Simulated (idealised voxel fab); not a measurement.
Name of the process module below: voxel transistor to metal
Xsec cut, 145 nm wide, square cell size 5 nm.
Cross-section spec: square-cell grid; bands listed top down; each band is one or more rows.
Basically the band line says how high the top is and how high the bottom is, in nm, and then what's in it from left to right, every material with its width in nm. Empty space shows up as "air", and if a single material carries "all across" it runs the full band edge to edge.
Note: height 0 marks the level under which the wafer is uniformly one material as received. Lowest band unbounded below, written "z 0 and below".
Quick explanation for "30..40": the width changes in equal steps down the rows of cells, from the first number in the band's top row to the second number in its bottom row.
Take "changes: none" at face value: in the step it is given for, the cross-section changed in none of its cells.
So "Entrapped voids" is basically the list of trapped voids: any empty space of 8 cells or more that can't reach the top through an opening. They're written width x height at distance, the distance being from the left edge, and it's all nm.
That trailing text on a step's line, after the settings, is the simulator's own remark on the step.
overlay nm: mask right of planned place by this much (step with mask). Neg. = left.
-- So here's the lineup of process steps we planned
1 RECEIVE | material Si
2 OXIDIZE | depth nm 5
3 CONFORMAL_DEP | material SiN | thk nm 10
4 DIRECTIONAL_DEP | material aC | thk nm 10
5 PATTERN | tone cover | mask id ACTIVE | material resist | width nm 115 | thk nm 25 | overlay nm 0
6 DIRECTIONAL_ETCH | etch materials aC | depth nm 10
7 STRIP | etch materials resist
8 DIRECTIONAL_ETCH | etch materials SiN | depth nm 10
9 DIRECTIONAL_ETCH | etch materials SiO2 | depth nm 5
10 DIRECTIONAL_ETCH | etch materials Si | depth nm 20
11 STRIP | etch materials aC
12 FILL_DEP | material SiO2 | thk nm 5
13 CMP | height nm 10
14 SELECTIVE_ETCH | etch materials SiO2 | depth nm 5
15 STRIP | etch materials SiN
16 SELECTIVE_ETCH | etch materials SiO2 | depth nm 5
17 OXIDIZE | depth nm 5
18 DIRECTIONAL_DEP | material polySi | thk nm 30
19 DIRECTIONAL_DEP | material SiCN | thk nm 15
20 PATTERN | tone cover | mask id GATE | material resist | width nm 25 | thk nm 20 | overlay nm 0
21 DIRECTIONAL_ETCH | etch materials SiCN | depth nm 25
22 DIRECTIONAL_ETCH | etch materials polySi | depth nm 40
23 STRIP | etch materials resist
24 CONFORMAL_DEP | material SiN | thk nm 5
25 DIRECTIONAL_ETCH | etch materials SiN | depth nm 5
26 DIRECTIONAL_ETCH | etch materials SiO2 | depth nm 5
27 DIRECTIONAL_ETCH | etch materials Si | depth nm 10
28 EPI | material pSi | thk nm 10
29 FILL_DEP | material SiO2 | thk nm 5
30 CMP | height nm 25
31 STRIP | etch materials polySi
32 SELECTIVE_ETCH | etch materials SiO2 | depth nm 5
33 CONFORMAL_DEP | material HfO2 | thk nm 5
34 CONFORMAL_DEP | material TiN | thk nm 5
35 FILL_DEP | material W | thk nm 10
36 CMP | height nm 20
37 DIRECTIONAL_DEP | material SiO2 | thk nm 15
38 DIRECTIONAL_DEP | material aC | thk nm 15
39 PATTERN | tone open | mask id CONTACT | material resist | width nm 20 | pitch nm 75 | thk nm 35 | overlay nm 0
40 DIRECTIONAL_ETCH | etch materials aC | depth nm 15
41 STRIP | etch materials resist
42 DIRECTIONAL_ETCH | etch materials SiO2 | depth nm 45
43 STRIP | etch materials aC
44 CONFORMAL_DEP | material TiN | thk nm 5
45 FILL_DEP | material W | thk nm 10
46 CMP | height nm 35
47 CONFORMAL_DEP | material SiCN | thk nm 5
48 DIRECTIONAL_DEP | material lowk | thk nm 15
49 MASKED_ETCH | tone open | mask id METAL_1 | width nm 20 | pitch nm 75 | etch materials lowk | depth nm 15 | overlay nm 0
50 MASKED_ETCH | tone open | mask id METAL_1 | width nm 20 | pitch nm 75 | etch materials SiCN | depth nm 5 | overlay nm 0
51 CONFORMAL_DEP | material TiN | thk nm 5
52 FILL_DEP | material Ru | thk nm 10
53 CMP | height nm 55
54 EPI | material Ru | thk nm 5
55 FILL_DEP | material SiCN | thk nm 5
-- first wafer, as planned
-- Received-state cross-section, reflecting completion of step 1
	z 0 and below: Si all across
	Entrapped voids: none
-- Wafer section view after processing step 2
	z 0 to -5: SiO2 all across
	Under -5: no change, same as before.
-- Wafer section view after processing step 3
	z 10 to 0: SiN all across
	Under 0: no change, same as before.
-- Wafer section view after processing step 4
	z 20 to 10: aC all across
	Under 10: no change, same as before.
-- Wafer section view after processing step 5
	z 45 to 20: air=15; resist=115; air=15
	Under 20: no change, same as before.
-- Wafer section view after processing step 6
	z 35 to 20: air=15; resist=115; air=15
	z 20 to 10: air=15; aC=115; air=15
	Under 10: no change, same as before.
-- Wafer section view after processing step 7
	z 20 to 10: air=15; aC=115; air=15
	Under 10: no change, same as before.
-- Wafer section view after processing step 8
	z 20 to 10: air=15; aC=115; air=15
	z 10 to 0: air=15; SiN=115; air=15
	Under 0: no change, same as before.
-- Wafer section view after processing step 9
	z 20 to 10: air=15; aC=115; air=15
	z 10 to 0: air=15; SiN=115; air=15
	z 0 to -5: air=15; SiO2=115; air=15
	Under -5: no change, same as before.
-- Wafer section view after processing step 10
	z 20 to 10: air=15; aC=115; air=15
	z 10 to 0: air=15; SiN=115; air=15
	z 0 to -5: air=15; SiO2=115; air=15
	z -5 to -25: air=15; Si=115; air=15
	Under -25: no change, same as before.
-- Wafer section view after processing step 11
	z 10 to 0: air=15; SiN=115; air=15
	Under 0: no change, same as before.
-- Wafer section view after processing step 12
	z 15 to 10: SiO2 all across
	z 10 to 0: SiO2=15; SiN=115; SiO2=15
	z 0 to -5: SiO2 all across
	z -5 to -25: SiO2=15; Si=115; SiO2=15
	Under -25: no change, same as before.
-- Wafer section view after processing step 13
	z 10 to 0: SiO2=15; SiN=115; SiO2=15
	Under 0: no change, same as before.
-- Wafer section view after processing step 14
	z 10 to 5: air=15; SiN=115; air=15
	Under 5: no change, same as before.
-- Wafer section view after processing step 15
	z 5 to 0: SiO2=15; air=115; SiO2=15
	Under 0: no change, same as before.
-- Wafer section view after processing step 16
	z 0 to -5: SiO2=10; air=125; SiO2=10
	Under -5: no change, same as before.
-- Wafer section view after processing step 17
	z 0 to -5: SiO2=10; air=125; SiO2=10
	z -5 to -10: SiO2 all across
	Under -10: no change, same as before.
-- Wafer section view after processing step 18
	z 30 to 25: polySi=10; air=125; polySi=10
	z 25 to 0: polySi all across
	z 0 to -5: SiO2=10; polySi=125; SiO2=10
	Under -5: no change, same as before.
-- Wafer section view after processing step 19
	z 45 to 40: SiCN=10; air=125; SiCN=10
	z 40 to 30: SiCN all across
	z 30 to 25: polySi=10; SiCN=125; polySi=10
	Under 25: no change, same as before.
-- Wafer section view after processing step 20
	z 65 to 45: air=60; resist=25; air=60
	z 45 to 40: SiCN=10; air=50; resist=25; air=50; SiCN=10
	Under 40: no change, same as before.
-- Wafer section view after processing step 21
	z 65 to 40: air=60; resist=25; air=60
	z 40 to 30: air=60; SiCN=25; air=60
	z 30 to 25: polySi=10; air=50; SiCN=25; air=50; polySi=10
	Under 25: no change, same as before.
-- Wafer section view after processing step 22
	z 65 to 40: air=60; resist=25; air=60
	z 40 to 25: air=60; SiCN=25; air=60
	z 25 to 0: air=60; polySi=25; air=60
	z 0 to -5: SiO2=10; air=50; polySi=25; air=50; SiO2=10
	Under -5: no change, same as before.
-- Wafer section view after processing step 23
	z 40 to 25: air=60; SiCN=25; air=60
	Under 25: no change, same as before.
-- Wafer section view after processing step 24
	z 45 to 40: air=55; SiN=35; air=55
	z 40 to 25: air=55; SiN=5; SiCN=25; SiN=5; air=55
	z 25 to 5: air=55; SiN=5; polySi=25; SiN=5; air=55
	z 5 to 0: SiN=15; air=40; SiN=5; polySi=25; SiN=5; air=40; SiN=15
	z 0 to -5: SiO2=10; SiN=50; polySi=25; SiN=50; SiO2=10
	Under -5: no change, same as before.
-- Wafer section view after processing step 25
	z 40 to 25: air=55; SiN=5; SiCN=25; SiN=5; air=55
	z 25 to 0: air=55; SiN=5; polySi=25; SiN=5; air=55
	z 0 to -5: SiO2=10; SiN=5; air=40; SiN=5; polySi=25; SiN=5; air=40; SiN=5; SiO2=10
	Under -5: no change, same as before.
-- Wafer section view after processing step 26
	z 40 to 25: air=55; SiN=5; SiCN=25; SiN=5; air=55
	z 25 to 0: air=55; SiN=5; polySi=25; SiN=5; air=55
	z 0 to -5: air=10; SiN=5; air=40; SiN=5; polySi=25; SiN=5; air=40; SiN=5; air=10
	z -5 to -10: SiO2=15; air=40; SiO2=35; air=40; SiO2=15
	Under -10: no change, same as before.
-- Wafer section view after processing step 27
	z 40 to 25: air=55; SiN=5; SiCN=25; SiN=5; air=55
	z 25 to 0: air=55; SiN=5; polySi=25; SiN=5; air=55
	z 0 to -5: air=10; SiN=5; air=40; SiN=5; polySi=25; SiN=5; air=40; SiN=5; air=10
	z -5 to -10: SiO2=15; air=40; SiO2=35; air=40; SiO2=15
	z -10 to -20: SiO2=15; air=40; Si=35; air=40; SiO2=15
	Under -20: no change, same as before.
-- Wafer section view after processing step 28
	z 40 to 25: air=55; SiN=5; SiCN=25; SiN=5; air=55
	z 25 to 0: air=55; SiN=5; polySi=25; SiN=5; air=55
	z 0 to -5: air=10; SiN=5; air=30; pSi=10; SiN=5; polySi=25; SiN=5; pSi=10; air=30; SiN=5; air=10
	z -5 to -10: SiO2=15; air=30; pSi=10; SiO2=35; pSi=10; air=30; SiO2=15
	z -10 to -20: SiO2=15; pSi=40; Si=35; pSi=40; SiO2=15
	Under -20: no change, same as before.
-- Wafer section view after processing step 29
	z 45 to 40: SiO2 all across
	z 40 to 25: SiO2=55; SiN=5; SiCN=25; SiN=5; SiO2=55
	z 25 to 0: SiO2=55; SiN=5; polySi=25; SiN=5; SiO2=55
	z 0 to -5: SiO2=10; SiN=5; SiO2=30; pSi=10; SiN=5; polySi=25; SiN=5; pSi=10; SiO2=30; SiN=5; SiO2=10
	z -5 to -10: SiO2=45; pSi=10; SiO2=35; pSi=10; SiO2=45
	Under -10: no change, same as before.
-- Wafer section view after processing step 30
	z 25 to 0: SiO2=55; SiN=5; polySi=25; SiN=5; SiO2=55
	Under 0: no change, same as before.
-- Wafer section view after processing step 31
	z 25 to 0: SiO2=55; SiN=5; air=25; SiN=5; SiO2=55
	z 0 to -5: SiO2=10; SiN=5; SiO2=30; pSi=10; SiN=5; air=25; SiN=5; pSi=10; SiO2=30; SiN=5; SiO2=10
	Under -5: no change, same as before.
-- Wafer section view after processing step 32
	z 25 to 20: air=55; SiN=5; air=25; SiN=5; air=55
	z 20 to 0: SiO2=55; SiN=5; air=25; SiN=5; SiO2=55
	z 0 to -5: SiO2=10; SiN=5; SiO2=30; pSi=10; SiN=5; air=25; SiN=5; pSi=10; SiO2=30; SiN=5; SiO2=10
	z -5 to -10: SiO2=45; pSi=10; air=35; pSi=10; SiO2=45
	Under -10: no change, same as before.
-- Wafer section view after processing step 33
	z 30 to 25: air=50; HfO2=15; air=15; HfO2=15; air=50
	z 25 to 20: HfO2=55; SiN=5; HfO2=5; air=15; HfO2=5; SiN=5; HfO2=55
	z 20 to 0: SiO2=55; SiN=5; HfO2=5; air=15; HfO2=5; SiN=5; SiO2=55
	z 0 to -5: SiO2=10; SiN=5; SiO2=30; pSi=10; SiN=5; HfO2=5; air=15; HfO2=5; SiN=5; pSi=10; SiO2=30; SiN=5; SiO2=10
	z -5 to -10: SiO2=45; pSi=10; HfO2=35; pSi=10; SiO2=45
	Under -10: no change, same as before.
-- Wafer section view after processing step 34
	z 35 to 30: air=45; TiN=25; air=5; TiN=25; air=45
	z 30 to 25: TiN=50; HfO2=15; TiN=5; air=5; TiN=5; HfO2=15; TiN=50
	z 25 to 20: HfO2=55; SiN=5; HfO2=5; TiN=5; air=5; TiN=5; HfO2=5; SiN=5; HfO2=55
	z 20 to 0: SiO2=55; SiN=5; HfO2=5; TiN=5; air=5; TiN=5; HfO2=5; SiN=5; SiO2=55
	z 0 to -5: SiO2=10; SiN=5; SiO2=30; pSi=10; SiN=5; HfO2=5; TiN=15; HfO2=5; SiN=5; pSi=10; SiO2=30; SiN=5; SiO2=10
	Under -5: no change, same as before.
-- Wafer section view after processing step 35
	z 45 to 35: W all across
	z 35 to 30: W=45; TiN=25; W=5; TiN=25; W=45
	z 30 to 25: TiN=50; HfO2=15; TiN=5; W=5; TiN=5; HfO2=15; TiN=50
	z 25 to 20: HfO2=55; SiN=5; HfO2=5; TiN=5; W=5; TiN=5; HfO2=5; SiN=5; HfO2=55
	z 20 to 0: SiO2=55; SiN=5; HfO2=5; TiN=5; W=5; TiN=5; HfO2=5; SiN=5; SiO2=55
	Under 0: no change, same as before.
-- Wafer section view after processing step 36
	z 20 to 0: SiO2=55; SiN=5; HfO2=5; TiN=5; W=5; TiN=5; HfO2=5; SiN=5; SiO2=55
	Under 0: no change, same as before.
-- Wafer section view after processing step 37
	z 35 to 20: SiO2 all across
	Under 20: no change, same as before.
-- Wafer section view after processing step 38
	z 50 to 35: aC all across
	Under 35: no change, same as before.
-- Wafer section view after processing step 39
	z 85 to 50: resist=25; air=20; resist=55; air=20; resist=25
	Under 50: no change, same as before.
-- Wafer section view after processing step 40
	z 70 to 50: resist=25; air=20; resist=55; air=20; resist=25
	z 50 to 35: aC=25; air=20; aC=55; air=20; aC=25
	Under 35: no change, same as before.
-- Wafer section view after processing step 41
	z 50 to 35: aC=25; air=20; aC=55; air=20; aC=25
	Under 35: no change, same as before.
-- Wafer section view after processing step 42
	z 50 to 35: aC=25; air=20; aC=55; air=20; aC=25
	z 35 to 20: SiO2=25; air=20; SiO2=55; air=20; SiO2=25
	z 20 to 0: SiO2=25; air=20; SiO2=10; SiN=5; HfO2=5; TiN=5; W=5; TiN=5; HfO2=5; SiN=5; SiO2=10; air=20; SiO2=25
	z 0 to -5: SiO2=10; SiN=5; SiO2=10; air=20; pSi=10; SiN=5; HfO2=5; TiN=15; HfO2=5; SiN=5; pSi=10; air=20; SiO2=10; SiN=5; SiO2=10
	z -5 to -10: SiO2=25; air=20; pSi=10; HfO2=35; pSi=10; air=20; SiO2=25
	Under -10: no change, same as before.
-- Wafer section view after processing step 43
	z 35 to 20: SiO2=25; air=20; SiO2=55; air=20; SiO2=25
	Under 20: no change, same as before.
-- Wafer section view after processing step 44
	z 40 to 35: TiN=30; air=10; TiN=65; air=10; TiN=30
	z 35 to 20: SiO2=25; TiN=5; air=10; TiN=5; SiO2=55; TiN=5; air=10; TiN=5; SiO2=25
	z 20 to 0: SiO2=25; TiN=5; air=10; TiN=5; SiO2=10; SiN=5; HfO2=5; TiN=5; W=5; TiN=5; HfO2=5; SiN=5; SiO2=10; TiN=5; air=10; TiN=5; SiO2=25
	z 0 to -5: SiO2=10; SiN=5; SiO2=10; TiN=5; air=10; TiN=5; pSi=10; SiN=5; HfO2=5; TiN=15; HfO2=5; SiN=5; pSi=10; TiN=5; air=10; TiN=5; SiO2=10; SiN=5; SiO2=10
	z -5 to -10: SiO2=25; TiN=20; pSi=10; HfO2=35; pSi=10; TiN=20; SiO2=25
	Under -10: no change, same as before.
-- Wafer section view after processing step 45
	z 50 to 40: W all across
	z 40 to 35: TiN=30; W=10; TiN=65; W=10; TiN=30
	z 35 to 20: SiO2=25; TiN=5; W=10; TiN=5; SiO2=55; TiN=5; W=10; TiN=5; SiO2=25
	z 20 to 0: SiO2=25; TiN=5; W=10; TiN=5; SiO2=10; SiN=5; HfO2=5; TiN=5; W=5; TiN=5; HfO2=5; SiN=5; SiO2=10; TiN=5; W=10; TiN=5; SiO2=25
	z 0 to -5: SiO2=10; SiN=5; SiO2=10; TiN=5; W=10; TiN=5; pSi=10; SiN=5; HfO2=5; TiN=15; HfO2=5; SiN=5; pSi=10; TiN=5; W=10; TiN=5; SiO2=10; SiN=5; SiO2=10
	Under -5: no change, same as before.
-- Wafer section view after processing step 46
	z 35 to 20: SiO2=25; TiN=5; W=10; TiN=5; SiO2=55; TiN=5; W=10; TiN=5; SiO2=25
	Under 20: no change, same as before.
-- Wafer section view after processing step 47
	z 40 to 35: SiCN all across
	Under 35: no change, same as before.
-- Wafer section view after processing step 48
	z 55 to 40: lowk all across
	Under 40: no change, same as before.
-- Wafer section view after processing step 49
	z 55 to 40: lowk=25; air=20; lowk=55; air=20; lowk=25
	Under 40: no change, same as before.
-- Wafer section view after processing step 50
	z 55 to 40: lowk=25; air=20; lowk=55; air=20; lowk=25
	z 40 to 35: SiCN=25; air=20; SiCN=55; air=20; SiCN=25
	Under 35: no change, same as before.
-- Wafer section view after processing step 51
	z 60 to 55: TiN=30; air=10; TiN=65; air=10; TiN=30
	z 55 to 40: lowk=25; TiN=5; air=10; TiN=5; lowk=55; TiN=5; air=10; TiN=5; lowk=25
	z 40 to 35: SiCN=25; TiN=20; SiCN=55; TiN=20; SiCN=25
	Under 35: no change, same as before.
-- Wafer section view after processing step 52
	z 70 to 60: Ru all across
	z 60 to 55: TiN=30; Ru=10; TiN=65; Ru=10; TiN=30
	z 55 to 40: lowk=25; TiN=5; Ru=10; TiN=5; lowk=55; TiN=5; Ru=10; TiN=5; lowk=25
	Under 40: no change, same as before.
-- Wafer section view after processing step 53
	z 55 to 40: lowk=25; TiN=5; Ru=10; TiN=5; lowk=55; TiN=5; Ru=10; TiN=5; lowk=25
	Under 40: no change, same as before.
-- Wafer section view after processing step 54
	z 60 to 55: air=20; Ru=30; air=45; Ru=30; air=20
	Under 55: no change, same as before.
-- Wafer section view after processing step 55
	z 65 to 60: SiCN all across
	z 60 to 55: SiCN=20; Ru=30; SiCN=45; Ru=30; SiCN=20
	Under 55: no change, same as before.
-- Here the second wafer is described. Its start and its plan were those of the first wafer. Its run contained one mistake. Up to and including step 47, it did exactly what the first wafer did
-- when step 48 should have ended
	z 50 to 40: lowk all across
	Under 40: no change, same as before.
-- when step 49 should have ended
	z 50 to 40: lowk=25; air=20; lowk=55; air=20; lowk=25
	Under 40: no change, same as before.
-- when step 50 should have ended
	z 50 to 40: lowk=25; air=20; lowk=55; air=20; lowk=25
	z 40 to 35: SiCN=25; air=20; SiCN=55; air=20; SiCN=25
	Under 35: no change, same as before.
-- when step 51 should have ended
	z 55 to 50: TiN=30; air=10; TiN=65; air=10; TiN=30
	z 50 to 40: lowk=25; TiN=5; air=10; TiN=5; lowk=55; TiN=5; air=10; TiN=5; lowk=25
	z 40 to 35: SiCN=25; TiN=20; SiCN=55; TiN=20; SiCN=25
	Under 35: no change, same as before.
-- when step 52 should have ended
	z 65 to 55: Ru all across
	z 55 to 50: TiN=30; Ru=10; TiN=65; Ru=10; TiN=30
	z 50 to 40: lowk=25; TiN=5; Ru=10; TiN=5; lowk=55; TiN=5; Ru=10; TiN=5; lowk=25
	Under 40: no change, same as before.
-- when step 53 should have ended
	z 55 to 50: TiN=30; Ru=10; TiN=65; Ru=10; TiN=30
	Under 50: no change, same as before.
-- when step 54 should have ended
	z 60 to 55: Ru all across
	Under 55: no change, same as before.
-- when step 55 should have ended
	z 65 to 60: SiCN all across
	Under 60: no change, same as before.
Nonconformance to the process plan: it should be noted that step 48 was executed with settings other than those planned, the operation and settings actually applied being DIRECTIONAL_DEP | material lowk | thk nm 10
Looking at both finished wafers in cells, the second ends up ahead of or behind the first on some materials: +17 Ru, -17 SiCN, +21 TiN, -21 lowk
